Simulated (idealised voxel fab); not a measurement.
process module | voxel wiring stack
cross-section cut | 280 nm wide | cells 5 nm
A cross-section is a grid of square cells, given in bands from the top down. A band is one or more rows of cells.
Each band's line starts with the height of the band's top and of its bottom, in nm. Then come its materials from left to right, each with its width in nm. One material with "throughout" fills the band from edge to edge. "air" is empty space.
Height 0 is the level under which the wafer as received is all one material. The lowest band goes on downwards, as in "0 down".
A width such as "30 to 40" changes by the same amount from each row of cells to the next, from the band's top row to its bottom row.
"no change" after a step means that no cell of the cross-section changed.
closed voids: empty space of 8 cells or more with no open way to the top, each as width x height at its distance from the left edge, in nm
after a step's settings: what the simulator itself notes on the step
overlay nm, on a step with a mask: how far to the right of its planned place the mask lay; to the left if negative
plan
1 op RECEIVE | material Si
2 op CONFORMAL_DEP | material SiO2 | thk nm 10
3 op DIRECTIONAL_DEP | material TiN | thk nm 5
4 op DIRECTIONAL_DEP | material Ru | thk nm 20
5 op PATTERN | tone cover | mask id METAL_1 | material resist | width nm 20 | pitch nm 40 | thk nm 20 | overlay nm 0
6 op DIRECTIONAL_ETCH | etch materials Ru | depth nm 20
7 op DIRECTIONAL_ETCH | etch materials TiN | depth nm 5
8 op STRIP | etch materials resist
9 op FILL_DEP | material SiO2 | thk nm 10
10 op CMP | height nm 35
11 op CONFORMAL_DEP | material SiCN | thk nm 5
12 op DIRECTIONAL_DEP | material lowk | thk nm 10
13 op MASKED_ETCH | tone open | mask id PLUG_1 | width nm 15 | etch materials lowk | depth nm 10 | overlay nm 0
14 op MASKED_ETCH | tone open | mask id PLUG_1 | width nm 15 | etch materials SiCN | depth nm 5 | overlay nm 0
15 op CONFORMAL_DEP | material TiN | thk nm 5
16 op FILL_DEP | material Ru | thk nm 10
17 op CMP | height nm 50
18 op CONFORMAL_DEP | material SiCN | thk nm 5
19 op DIRECTIONAL_DEP | material SiO2 | thk nm 15
20 op MASKED_ETCH | tone open | mask id METAL_2 | width nm 20 | pitch nm 40 | etch materials SiO2 | depth nm 15 | overlay nm 0
21 op MASKED_ETCH | tone open | mask id METAL_2 | width nm 20 | pitch nm 40 | etch materials SiCN | depth nm 5 | overlay nm 0
22 op CONFORMAL_DEP | material TiN | thk nm 5
23 op FILL_DEP | material Ru | thk nm 10
24 op CMP | height nm 70
25 op EPI | material Ru | thk nm 5
26 op FILL_DEP | material SiCN | thk nm 5
as received, after step 1
  0 down: Si throughout
  closed voids: none
a wafer at the end: this start, this plan, one mistake
  80 to 75: SiCN throughout
  75 to 70: SiCN 115 | Ru 30 | SiCN 10 | Ru 30 | SiCN 95
  70 to 60: SiO2 120 | TiN 5 | Ru 10 | TiN 5 | SiO2 20 | TiN 5 | Ru 10 | TiN 5 | SiO2 100
  60 to 55: SiO2 120 | TiN 20 | SiO2 20 | TiN 20 | SiO2 100
  55 to 50: SiCN 120 | TiN 10 | SiCN 30 | TiN 10 | SiCN 110
  50 to 40: lowk 110 | TiN 5 | Ru 5 | TiN 5 | lowk 155
  40 to 35: SiCN 110 | TiN 15 | SiCN 155
  35 to 15: SiO2 110 | Ru 20 | SiO2 20 | Ru 20 | SiO2 110
  15 to 10: SiO2 110 | TiN 20 | SiO2 20 | TiN 20 | SiO2 110
  10 to 0: SiO2 throughout
  0 down: Si throughout
  closed voids: none
what went wrong: step 20 ran as: op MASKED_ETCH | tone open | mask id METAL_2 | width nm 20 | pitch nm 40 | etch materials SiO2 | depth nm 15 | overlay nm 10
